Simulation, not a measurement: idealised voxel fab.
process module | voxel ribs on slabs
cross-section cut | 160 nm wide | cells 5 nm
A cross-section is a grid of square cells, given in bands from the top down. A band is one or more rows of cells.
Each band's line starts with the height of the band's top and of its bottom, in nm. Then come its materials from left to right, each with its width in nm. One material with "throughout" fills the band from edge to edge. "air" is empty space.
Height 0 is the level under which the wafer as received is all one material. The lowest band goes on downwards, as in "0 down".
A width such as "30 to 40" changes by the same amount from each row of cells to the next, from the band's top row to its bottom row.
"no change" after a step means that no cell of the cross-section changed.
closed voids: empty space of 8 cells or more with no open way to the top, each as width x height at its distance from the left edge, in nm
after a step's settings: what the simulator itself notes on the step
overlay nm, on a step with a mask: how far to the right of its planned place the mask lay; to the left if negative
plan
1 op RECEIVE | material Si
2 op DIRECTIONAL_DEP | material SiO2 | thk nm 25
3 op DIRECTIONAL_DEP | material polySi | thk nm 20
4 op MASKED_ETCH | tone cover | mask id RIB | width nm 20 | etch materials polySi | depth nm 5 | overlay nm 0
5 op DIRECTIONAL_DEP | material aC | thk nm 10
6 op PATTERN | tone cover | mask id SLAB | material resist | width nm 50 | thk nm 25 | overlay nm 0
7 op DIRECTIONAL_ETCH | etch materials aC | depth nm 10
8 op STRIP | etch materials resist
9 op DIRECTIONAL_ETCH | etch materials polySi | depth nm 15
10 op STRIP | etch materials aC
11 op FILL_DEP | material SiO2 | thk nm 25
12 op CMP | height nm 60
13 op DIRECTIONAL_DEP | material TiN | thk nm 5
14 op DIRECTIONAL_DEP | material aC | thk nm 15
15 op PATTERN | tone cover | mask id HEATER | material resist | width nm 30 | thk nm 30 | overlay nm 0
16 op DIRECTIONAL_ETCH | etch materials aC | depth nm 15
17 op STRIP | etch materials resist
18 op DIRECTIONAL_ETCH | etch materials TiN | depth nm 5
19 op STRIP | etch materials aC
20 op CONFORMAL_DEP | material SiN | thk nm 10
as received, after step 1
  0 down: Si throughout
  closed voids: none
a wafer at the end: this start, this plan, one mistake
  75 to 70: air 55 | SiN 50 | air 55
  70 to 65: SiN throughout
  65 to 60: SiN 65 | TiN 30 | SiN 65
  60 to 45: SiO2 throughout
  45 to 40: SiO2 70 | polySi 20 | SiO2 70
  40 to 25: SiO2 50 | polySi 50 | SiO2 60
  25 to 0: SiO2 throughout
  0 down: Si throughout
  closed voids: none
what went wrong: step 6 ran as: op PATTERN | tone cover | mask id SLAB | material resist | width nm 50 | thk nm 25 | overlay nm -5
